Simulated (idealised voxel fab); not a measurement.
Process module under the name voxel gate over fins
We display cut, a cross-section 275 nm in width whose square cells are each 5 nm.
A cross-section is a grid of square cells, given in bands from the top down. A band is one or more rows of cells. First you get the band's top height and its bottom height, in nm, and then the materials it's made of, left to right, with each width in nm. If you see a single material with "throughout", that one covers the band edge to edge. "empty" is empty space. Height datum 0, below which the as-received substrate wafer is one material. Lowest band open at the bottom, running downward: "top 0, no bottom". With a width like "30..40", each row of cells in the band differs from the next by the same amount, the top row carrying the first number and the bottom row the second. "all unchanged" (step): cross-section cells unchanged, all of them. Look at "Fully sealed voids" for the closed voids: empty spaces with no open path to the top, sized 8 cells or up. Each is width x height at distance, distance from the left edge, all nm. Past the settings on a step's line: simulator remark, on that step. "overlay nm" on a masked step: distance the mask lay right of its planned place, negative for left.

PLAN
1: op RECEIVE | material Si
2: op CONFORMAL_DEP | material SiN | thk nm 10
3: op MASKED_ETCH | tone cover | mask id FINS | width nm 15 | pitch nm 35 | etch materials SiN | depth nm 10 | overlay nm -15
4: op MASKED_ETCH | tone cover | mask id FINS | width nm 15 | pitch nm 35 | etch materials Si | depth nm 40 | overlay nm 0
5: op FILL_DEP | material SiO2 | thk nm 5
6: op CMP | height nm 10
7: op SELECTIVE_ETCH | etch materials SiO2 | depth nm 20
8: op STRIP | etch materials SiN
9: op CONFORMAL_DEP | material HfO2 | thk nm 5
10: op CONFORMAL_DEP | material TiN | thk nm 5
11: op FILL_DEP | material W | thk nm 10
12: op CMP | height nm 15
13: op CONFORMAL_DEP | material SiCN | thk nm 10
Wafers differ in overlay nm at step 3; plan lists the first wafer's value; identical starting state.

AFTER STEP 1, AS RECEIVED: FIRST OF SEVERAL WAFERS, CROSS-SECTION
- top 0, no bottom = Si throughout
- Fully sealed voids: none

WAFER CROSS-SECTION (FIRST OF SEVERAL) - MODULE END, POST STEP 13 (LAST STEP)
- top 25, bottom 15 = SiCN throughout
- top 15, bottom 10 = W throughout
- top 10, bottom 5 = 70 W, 120 TiN, 85 W
- top 5, bottom 0 = 70 W, 5 TiN, 110 HfO2, 5 TiN, 85 W
- top 0, bottom -5 = 75 TiN, 5 HfO2, 30 Si, 5 HfO2, 30 Si, 5 HfO2, 30 Si, 5 HfO2, 90 TiN
- top -5, bottom -10 = 80 HfO2, 30 Si, 5 HfO2, 30 Si, 5 HfO2, 30 Si, 95 HfO2
- top -10, bottom -40 = 80 SiO2, 30 Si, 5 SiO2, 30 Si, 5 SiO2, 30 Si, 95 SiO2
- top -40, no bottom = Si throughout
- Fully sealed voids: none

CROSS-SECTIONAL VIEW, END OF MODULE, LAST WAFER OF SEVERAL
- top 25, bottom 15 = SiCN throughout
- top 15, bottom 10 = W throughout
- top 10, bottom 5 = 85 W, 120 TiN, 70 W
- top 5, bottom 0 = 85 W, 5 TiN, 110 HfO2, 5 TiN, 70 W
- top 0, bottom -5 = 90 TiN, 5 HfO2, 30 Si, 5 HfO2, 30 Si, 5 HfO2, 30 Si, 5 HfO2, 75 TiN
- top -5, bottom -10 = 95 HfO2, 30 Si, 5 HfO2, 30 Si, 5 HfO2, 30 Si, 80 HfO2
- top -10, bottom -40 = 95 SiO2, 30 Si, 5 SiO2, 30 Si, 5 SiO2, 30 Si, 80 SiO2
- top -40, no bottom = Si throughout
- Fully sealed voids: none

WHAT FOLLOWS IS A TABLE IN WHICH EACH WAFER OCCUPIES A ROW; FOR THE WAFER AS IT STANDS AT THE CLOSE OF THE MODULE, THE ROW STATES, MATERIAL BY MATERIAL, HOW MANY CELLS HAVE BEEN GAINED (+) OR LOST (-) SINCE RECEIPT, AND THEN GIVES ITS CLOSED VOIDS
overlay nm -15, +63 HfO2, -296 Si, +110 SiCN, +222 SiO2, +59 TiN, +117 W, Fully sealed voids: none
overlay nm -10, +67 HfO2, -320 Si, +110 SiCN, +240 SiO2, +59 TiN, +119 W, Fully sealed voids: none
overlay nm -5, +67 HfO2, -344 Si, +110 SiCN, +258 SiO2, +63 TiN, +121 W, Fully sealed voids: none
overlay nm 0, +67 HfO2, -368 Si, +110 SiCN, +276 SiO2, +67 TiN, +123 W, Fully sealed voids: none
overlay nm 5, +67 HfO2, -344 Si, +110 SiCN, +258 SiO2, +63 TiN, +121 W, Fully sealed voids: none
overlay nm 10, +67 HfO2, -320 Si, +110 SiCN, +240 SiO2, +59 TiN, +119 W, Fully sealed voids: none
overlay nm 15, +63 HfO2, -296 Si, +110 SiCN, +222 SiO2, +59 TiN, +117 W, Fully sealed voids: none
